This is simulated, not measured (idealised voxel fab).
The following is a process module called voxel wiring stack.
Section cut is 270 nm wide and gridded with 5 nm square cells.
Bands, listed from the top down, are how a cross-section gets written in this document; the cross-section itself is a grid of square cells, and a band is one or more rows of them.
The band entry comprises the height of the band's top followed by the height of its bottom, expressed in nm, and subsequently the band's materials from left to right, each stated together with its width in nm. Where a single material is marked with the word "all across", that material fills the band from edge to edge. The word "blank" represents empty space.
We count height from 0. Below that, the starting wafer is all one material. The lowest band never ends at the bottom but goes on down; see "from 0 down" for how that is written.
Width "30 to 40": first value at the band's top row of cells, second value at its bottom row, equal change from row to row.
"no change" after a step means that no cell of the cross-section changed.
Empty spaces counting at least 8 cells and having no open way to the top are listed in "Sealed void inventory". The notation width x height at distance is used for each, the distance being from the left edge and all three values in nm.
Post-settings text on a step line: simulator's own remark regarding the step.
"overlay nm" answers the question of how far to the right of plan the mask lay on a step that has a mask, and when it is negative the answer is to the left.
# Planned process steps
1) RECEIVE [material Si]
2) CONFORMAL_DEP [material SiO2] [thk nm 15]
3) CONFORMAL_DEP [material SiCN] [thk nm 5]
4) DIRECTIONAL_DEP [material SiO2] [thk nm 25]
5) MASKED_ETCH [tone open] [mask id METAL_1] [width nm 20] [pitch nm 40] [etch materials SiO2] [depth nm 25] [overlay nm 0]
6) MASKED_ETCH [tone open] [mask id METAL_1] [width nm 20] [pitch nm 40] [etch materials SiCN] [depth nm 5] [overlay nm 0]
7) CONFORMAL_DEP [material TiN] [thk nm 5]
8) FILL_DEP [material Cu] [thk nm 5]
9) CMP [height nm 45]
10) EPI [material Ru] [thk nm 5]
11) FILL_DEP [material SiCN] [thk nm 5]
12) DIRECTIONAL_DEP [material lowk] [thk nm 10]
13) MASKED_ETCH [tone open] [mask id PLUG_1] [width nm 15] [pitch nm 40] [etch materials lowk] [depth nm 10] [overlay nm 0]
14) MASKED_ETCH [tone open] [mask id PLUG_1] [width nm 15] [pitch nm 40] [etch materials SiCN] [depth nm 5] [overlay nm 0]
15) CONFORMAL_DEP [material TiN] [thk nm 5]
16) FILL_DEP [material W] [thk nm 10]
17) CMP [height nm 65]
18) DIRECTIONAL_DEP [material TiN] [thk nm 5]
19) DIRECTIONAL_DEP [material W] [thk nm 25]
20) MASKED_ETCH [tone cover] [mask id METAL_2] [width nm 20] [pitch nm 40] [etch materials W] [depth nm 25] [overlay nm 0]
21) MASKED_ETCH [tone cover] [mask id METAL_2] [width nm 20] [pitch nm 40] [etch materials TiN] [depth nm 5] [overlay nm 0]
22) CONFORMAL_DEP [material SiCN] [thk nm 5]
23) FILL_DEP [material lowk] [thk nm 10]
24) CMP [height nm 95]
25) CONFORMAL_DEP [material SiCN] [thk nm 5]
# Cross-section of the wafer at receipt, which is the condition after step 1
  from 0 down  Si all across
  Sealed void inventory: none
# Cross-section taken at module completion on the first of two wafers; processed per the plan
  from 100 to 95  SiCN all across
  from 95 to 70  100 lowk | 5 SiCN | 20 W | 5 SiCN | 10 lowk | 5 SiCN | 20 W | 5 SiCN | 100 lowk
  from 70 to 65  105 SiCN | 20 TiN | 20 SiCN | 20 TiN | 105 SiCN
  from 65 to 55  105 lowk | 5 TiN | 5 W | 5 TiN | 25 lowk | 5 TiN | 5 W | 5 TiN | 110 lowk
  from 55 to 50  105 SiCN | 15 TiN | 25 SiCN | 15 TiN | 110 SiCN
  from 50 to 45  100 SiCN | 30 Ru | 10 SiCN | 30 Ru | 100 SiCN
  from 45 to 20  105 SiO2 | 5 TiN | 10 Cu | 5 TiN | 20 SiO2 | 5 TiN | 10 Cu | 5 TiN | 105 SiO2
  from 20 to 15  105 SiCN | 20 TiN | 20 SiCN | 20 TiN | 105 SiCN
  from 15 to 0  SiO2 all across
  from 0 down  Si all across
  Sealed void inventory: none
# Wafer two, sectioned after the module: the first wafer's start, the first wafer's plan, and one mistake in how it was run
  from 100 to 95  SiCN all across
  from 95 to 80  100 lowk | 5 SiCN | 20 W | 5 SiCN | 10 lowk | 5 SiCN | 20 W | 5 SiCN | 100 lowk
  from 80 to 75  105 SiCN | 20 TiN | 20 SiCN | 20 TiN | 105 SiCN
  from 75 to 70  W all across
  from 70 to 65  110 TiN | 5 W | 35 TiN | 5 W | 115 TiN
  from 65 to 55  105 lowk | 5 TiN | 5 W | 5 TiN | 25 lowk | 5 TiN | 5 W | 5 TiN | 110 lowk
  from 55 to 50  105 SiCN | 15 TiN | 25 SiCN | 15 TiN | 110 SiCN
  from 50 to 45  100 SiCN | 30 Ru | 10 SiCN | 30 Ru | 100 SiCN
  from 45 to 20  105 SiO2 | 5 TiN | 10 Cu | 5 TiN | 20 SiO2 | 5 TiN | 10 Cu | 5 TiN | 105 SiO2
  from 20 to 15  105 SiCN | 20 TiN | 20 SiCN | 20 TiN | 105 SiCN
  from 15 to 0  SiO2 all across
  from 0 down  Si all across
  Sealed void inventory: none
Where did the run depart from the plan? it should be noted that step 17 was executed with settings other than those planned, the operation and settings actually applied being CMP [height nm 75]
Bottom line after processing is that, in cells, the second wafer is up or down on some materials versus the first: SiCN: 8 fewer; TiN: 52 more; W: 40 more; lowk: 84 fewer
